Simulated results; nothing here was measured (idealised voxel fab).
The following is a process module called voxel wiring stack.
Square cell edge 5 nm, section width 215 nm, ID cut.
Think of the cross-section as a grid of square cells. We describe it in bands, top to bottom, and each band covers one or more rows of those cells.
Band: top height; bottom height; in nm. Then, left to right: material with width in nm, for each material. "edge to edge": a single material spanning edge to edge. "empty": empty space.
Heights from 0 (as-received wafer is one material below). Bottom band endless downward, as "top 0, no bottom".
You'd read "30..40" like this: the band's top row of cells is as wide as the first number, its bottom row is as wide as the second, and going down, every row changes width by the same amount as the row before did.
"nothing got changed" after a step means that no cell of the cross-section changed.
Any empty space of 8 cells or more lacking an open way to the top shows up in "closed voids" as width x height at distance, distance from the left edge, in nm.
Heads up: the bit after the settings on a step's line is the simulator's remark on that step.
overlay nm: on a step with a mask, how far right of its planned place the mask lay; negative means left.

# Steps planned for the process
1 RECEIVE: material Si
2 CONFORMAL_DEP: material SiO2, thk nm 15
3 DIRECTIONAL_DEP: material TiN, thk nm 5
4 DIRECTIONAL_DEP: material W, thk nm 25
5 PATTERN: tone cover, mask id METAL_1, material resist, width nm 25, pitch nm 40, thk nm 15, overlay nm 0
6 DIRECTIONAL_ETCH: etch materials W, depth nm 25
7 DIRECTIONAL_ETCH: etch materials TiN, depth nm 5
8 STRIP: etch materials resist
9 FILL_DEP: material lowk, thk nm 10
10 CMP: height nm 45
11 CONFORMAL_DEP: material SiCN, thk nm 5
12 DIRECTIONAL_DEP: material SiO2, thk nm 30
13 DIRECTIONAL_DEP: material aC, thk nm 10
14 PATTERN: tone open, mask id METAL_2, material resist, width nm 25, pitch nm 40, thk nm 25, overlay nm 0
15 DIRECTIONAL_ETCH: etch materials aC, depth nm 10
16 STRIP: etch materials resist
17 DIRECTIONAL_ETCH: etch materials SiO2, depth nm 15
18 STRIP: etch materials aC
19 MASKED_ETCH: tone open, mask id METAL_2_HOLES, width nm 15, pitch nm 40, etch materials SiO2, depth nm 15, overlay nm 0
20 MASKED_ETCH: tone open, mask id METAL_2_HOLES, width nm 15, pitch nm 40, etch materials SiCN, depth nm 5, overlay nm 0
21 CONFORMAL_DEP: material TiN, thk nm 5
22 FILL_DEP: material Cu, thk nm 10
23 CMP: height nm 80
24 CONFORMAL_DEP: material SiN, thk nm 5

# Cross-section of the wafer as it came to us, i.e., already through step 1
    top 0, no bottom | Si edge to edge
    closed voids: none

# Cross-section, end of module. Start: as above. Plan: as above. Execution: one mistake
    top 75, bottom 70 | SiN edge to edge
    top 70, bottom 65 | 35 of SiO2  5 of TiN  5 of Cu  15 of TiN  15 of SiO2  5 of TiN  5 of Cu  15 of TiN  15 of SiO2  5 of TiN  5 of Cu  15 of TiN  15 of SiO2  5 of TiN  5 of Cu  15 of TiN  35 of SiO2
    top 65, bottom 50 | 35 of SiO2  5 of TiN  5 of Cu  5 of TiN  25 of SiO2  5 of TiN  5 of Cu  5 of TiN  25 of SiO2  5 of TiN  5 of Cu  5 of TiN  25 of SiO2  5 of TiN  5 of Cu  5 of TiN  45 of SiO2
    top 50, bottom 45 | 35 of SiCN  15 of TiN  25 of SiCN  15 of TiN  25 of SiCN  15 of TiN  25 of SiCN  15 of TiN  45 of SiCN
    top 45, bottom 20 | 35 of lowk  25 of W  15 of lowk  25 of W  15 of lowk  25 of W  15 of lowk  25 of W  35 of lowk
    top 20, bottom 15 | 35 of lowk  25 of TiN  15 of lowk  25 of TiN  15 of lowk  25 of TiN  15 of lowk  25 of TiN  35 of lowk
    top 15, bottom 0 | SiO2 edge to edge
    top 0, no bottom | Si edge to edge
    closed voids: none
Nonconformance to the process plan: heads up, step 23 didn't go per plan, it actually ran as CMP: height nm 70
